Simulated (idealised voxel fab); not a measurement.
Presented below is a process module, voxel fin reveal.
Pictured: cross-section cut, 215 nm wide, on a grid of 5 nm square cells.
Cross-section layout: square cells on a grid; listed as bands, top to bottom; a band spans one or more cell rows.
Each band's line starts with the height of the band's top and of its bottom, in nm. Then come its materials from left to right, each with its width in nm. One material with "throughout" fills the band from edge to edge. "air" is empty space.
Heights are expressed relative to 0, this being the level below which the as-received wafer comprises one material exclusively. The lowest band is unbounded in the downward direction and is denoted as in "from 0 down".
So if you see something like "30->40" for the width, read it as the top row of the band sitting at the first number and the bottom row at the second, with every row in between moving by the same amount as the last.
For the purposes of this document, the phrase "remains unaltered" attached to a step denotes that no cell within the cross-section was modified by that step.
"Enclosed empty spaces" - sealed voids, min. 8 cells, no opening to top; format: width x height at distance (distance from left edge; nm throughout).
Anything after a step's settings on that line? It's the simulator's own note about the step.
"overlay nm", when on a step's line for a step with a mask, measures how far to the right of its planned place the mask lay; a negative measure means to the left.
-- Process steps (planned)
1) RECEIVE (material Si)
2) CONFORMAL_DEP (material SiN; thk nm 5)
3) MASKED_ETCH (tone cover; mask id FINS; width nm 15; pitch nm 40; etch materials SiN; depth nm 5; overlay nm 0)
4) MASKED_ETCH (tone cover; mask id FINS; width nm 15; pitch nm 40; etch materials Si; depth nm 30; overlay nm 0)
5) OXIDIZE (depth nm 5)
6) FILL_DEP (material SiO2; thk nm 10)
7) CMP (height nm 5)
8) SELECTIVE_ETCH (etch materials SiO2; depth nm 25)
9) STRIP (etch materials SiN)
-- as received, after step 1
    from 0 down | Si throughout
    Enclosed empty spaces: none
-- Cross-section: first of two wafers, module finished, run according to plan
    from 0 to -20 | 65 air  5 Si  35 air  5 Si  35 air  5 Si  65 air
    from -20 to -35 | 65 SiO2  5 Si  35 SiO2  5 Si  35 SiO2  5 Si  65 SiO2
    from -35 down | Si throughout
    Enclosed empty spaces: none
-- Here's the second of our two wafers sectioned at module end. Same start as the first, same plan, but one mistake got made running it
    from -5 to -20 | 65 air  5 Si  35 air  5 Si  35 air  5 Si  65 air
    from -20 to -35 | 65 SiO2  5 Si  35 SiO2  5 Si  35 SiO2  5 Si  65 SiO2
    from -35 down | Si throughout
    Enclosed empty spaces: none
Here's what went sideways: step 2 of the plan was omitted and not executed
Final difference in cells, second wafer against first, listed per material as more or fewer: 3 fewer of Si
